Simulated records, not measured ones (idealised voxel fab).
The process module presented herein is designated voxel released beams.
Displayed cross-section: cut, width of 160 nm, square cells sized 5 nm.
The cross-sections in this document take the form of a grid made of square cells. They are written out as bands, in order from top to bottom. Each band consists of one or more rows of cells.
Read a band's entry like this: the first values are the height of its top and the height of its bottom in nm, and what follows is the sequence of materials from left to right, each with its width in nm. Note that "blank" is empty space, and that a single material marked "all across" reaches across the band from edge to edge.
Ref level 0: as-received wafer is one material below here. Bottom band extends down with no lower bound ("0 down").
So if you see something like "30..40" for the width, read it as the top row of the band sitting at the first number and the bottom row at the second, with every row in between moving by the same amount as the last.
Given "no alteration" for a step, no cell of the cross-section differs between before and after that step.
Empty spaces without an open route to the top, at least 8 cells in extent, make up the entry "Unvented internal voids"; each is given as width x height at distance, where the distance is measured from the left edge, and all are in nm.
That trailing text on a step's line, after the settings, is the simulator's own remark on the step.
"overlay nm" denotes, for a step that has a mask, the displacement of the mask to the right of its planned place, with negative values corresponding to the left.
## Steps planned for the process
step 1: RECEIVE: material Si
step 2: CONFORMAL_DEP: material SiN, thk nm 5
step 3: DIRECTIONAL_DEP: material SiO2, thk nm 10
step 4: DIRECTIONAL_DEP: material aC, thk nm 10
step 5: PATTERN: tone open, mask id ANCHOR, material resist, width nm 30, thk nm 30, overlay nm 0
step 6: DIRECTIONAL_ETCH: etch materials aC, depth nm 10
step 7: STRIP: etch materials resist
step 8: DIRECTIONAL_ETCH: etch materials SiO2, depth nm 10
step 9: STRIP: etch materials aC
step 10: CONFORMAL_DEP: material polySi, thk nm 10
step 11: PATTERN: tone cover, mask id BEAM, material resist, width nm 105, thk nm 15, overlay nm 0
step 12: DIRECTIONAL_ETCH: etch materials polySi, depth nm 10
step 13: STRIP: etch materials resist
step 14: STRIP: etch materials SiO2
## Delivered wafer in cross-section: state after step 1
0 down = Si all across
Unvented internal voids: none
## Same starting wafer, same plan as above, one mistake in the execution; this is the cross-section at the end of the module
25 to 15 = blank: 25 / polySi: 5 / blank: 10 / polySi: 90 / blank: 30
15 to 5 = blank: 20 / polySi: 30 / blank: 110
5 to 0 = SiN all across
0 down = Si all across
Unvented internal voids: none
Diagnosis: for step 5, the planned setting was not used; the step was instead run as PATTERN: tone open, mask id ANCHOR, material resist, width nm 30, thk nm 30, overlay nm -10
